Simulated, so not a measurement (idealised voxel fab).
process module | voxel self aligned vias
cross-section cut | 295 nm wide | cells 5 nm
A cross-section is a grid of square cells, given in bands from the top down. A band is one or more rows of cells.
Each band's line starts with the height of the band's top and of its bottom, in nm. Then come its materials from left to right, each with its width in nm. One material with "throughout" fills the band from edge to edge. "air" is empty space.
Height 0 is the level under which the wafer as received is all one material. The lowest band goes on downwards, as in "0 down".
A width such as "30 to 40" changes by the same amount from each row of cells to the next, from the band's top row to its bottom row.
"no change" after a step means that no cell of the cross-section changed.
closed voids: empty space of 8 cells or more with no open way to the top, each as width x height at its distance from the left edge, in nm
after a step's settings: what the simulator itself notes on the step
overlay nm, on a step with a mask: how far to the right of its planned place the mask lay; to the left if negative
plan
1 op RECEIVE | material Si
2 op CONFORMAL_DEP | material SiO2 | thk nm 10
3 op CONFORMAL_DEP | material SiCN | thk nm 5
4 op DIRECTIONAL_DEP | material SiO2 | thk nm 30
5 op MASKED_ETCH | tone open | mask id LINES | width nm 25 | pitch nm 65 | etch materials SiO2 | depth nm 30 | overlay nm 0
6 op CONFORMAL_DEP | material TiN | thk nm 5
7 op FILL_DEP | material W | thk nm 10
8 op CMP | height nm 45
9 op SELECTIVE_ETCH | etch materials W Ru TiN | depth nm 10
10 op FILL_DEP | material SiN | thk nm 5
11 op CMP | height nm 45
12 op DIRECTIONAL_DEP | material SiO2 | thk nm 15
13 op PATTERN | tone open | mask id VIAS | material resist | width nm 35 | pitch nm 130 | thk nm 15 | overlay nm 0
14 op DIRECTIONAL_ETCH | etch materials SiO2 | depth nm 15
15 op DIRECTIONAL_ETCH | etch materials SiN | depth nm 10
16 op STRIP | etch materials resist
17 op CONFORMAL_DEP | material TiN | thk nm 5
18 op FILL_DEP | material Ru | thk nm 10
19 op CMP | height nm 60
20 op CONFORMAL_DEP | material SiCN | thk nm 5
as received, after step 1
  0 down: Si throughout
  closed voids: none
first wafer at the end, as planned
  65 to 60: SiCN throughout
  60 to 50: SiO2 65 | TiN 5 | Ru 25 | TiN 5 | SiO2 95 | TiN 5 | Ru 25 | TiN 5 | SiO2 65
  50 to 45: SiO2 65 | TiN 10 | Ru 15 | TiN 10 | SiO2 95 | TiN 10 | Ru 15 | TiN 10 | SiO2 65
  45 to 40: SiO2 70 | TiN 5 | Ru 15 | TiN 5 | SiO2 40 | SiN 25 | SiO2 40 | TiN 5 | Ru 15 | TiN 5 | SiO2 70
  40 to 35: SiO2 70 | TiN 25 | SiO2 40 | SiN 25 | SiO2 40 | TiN 25 | SiO2 70
  35 to 20: SiO2 70 | TiN 5 | W 15 | TiN 5 | SiO2 40 | TiN 5 | W 15 | TiN 5 | SiO2 40 | TiN 5 | W 15 | TiN 5 | SiO2 70
  20 to 15: SiO2 70 | TiN 25 | SiO2 40 | TiN 25 | SiO2 40 | TiN 25 | SiO2 70
  15 to 10: SiCN throughout
  10 to 0: SiO2 throughout
  0 down: Si throughout
  closed voids: none
second wafer at the end: like start, like plan, one mistake
  80 to 75: SiCN throughout
  75 to 65: Ru throughout
  65 to 60: TiN 70 | Ru 25 | TiN 105 | Ru 25 | TiN 70
  60 to 50: SiO2 65 | TiN 5 | Ru 25 | TiN 5 | SiO2 95 | TiN 5 | Ru 25 | TiN 5 | SiO2 65
  50 to 45: SiO2 65 | TiN 10 | Ru 15 | TiN 10 | SiO2 95 | TiN 10 | Ru 15 | TiN 10 | SiO2 65
  45 to 40: SiO2 70 | TiN 5 | Ru 15 | TiN 5 | SiO2 40 | SiN 25 | SiO2 40 | TiN 5 | Ru 15 | TiN 5 | SiO2 70
  40 to 35: SiO2 70 | TiN 25 | SiO2 40 | SiN 25 | SiO2 40 | TiN 25 | SiO2 70
  35 to 20: SiO2 70 | TiN 5 | W 15 | TiN 5 | SiO2 40 | TiN 5 | W 15 | TiN 5 | SiO2 40 | TiN 5 | W 15 | TiN 5 | SiO2 70
  20 to 15: SiO2 70 | TiN 25 | SiO2 40 | TiN 25 | SiO2 40 | TiN 25 | SiO2 70
  15 to 10: SiCN throughout
  10 to 0: SiO2 throughout
  0 down: Si throughout
  closed voids: none
what went wrong: step 19 was left out
at the end the second wafer has, in cells: 128 more of Ru | 49 more of TiN
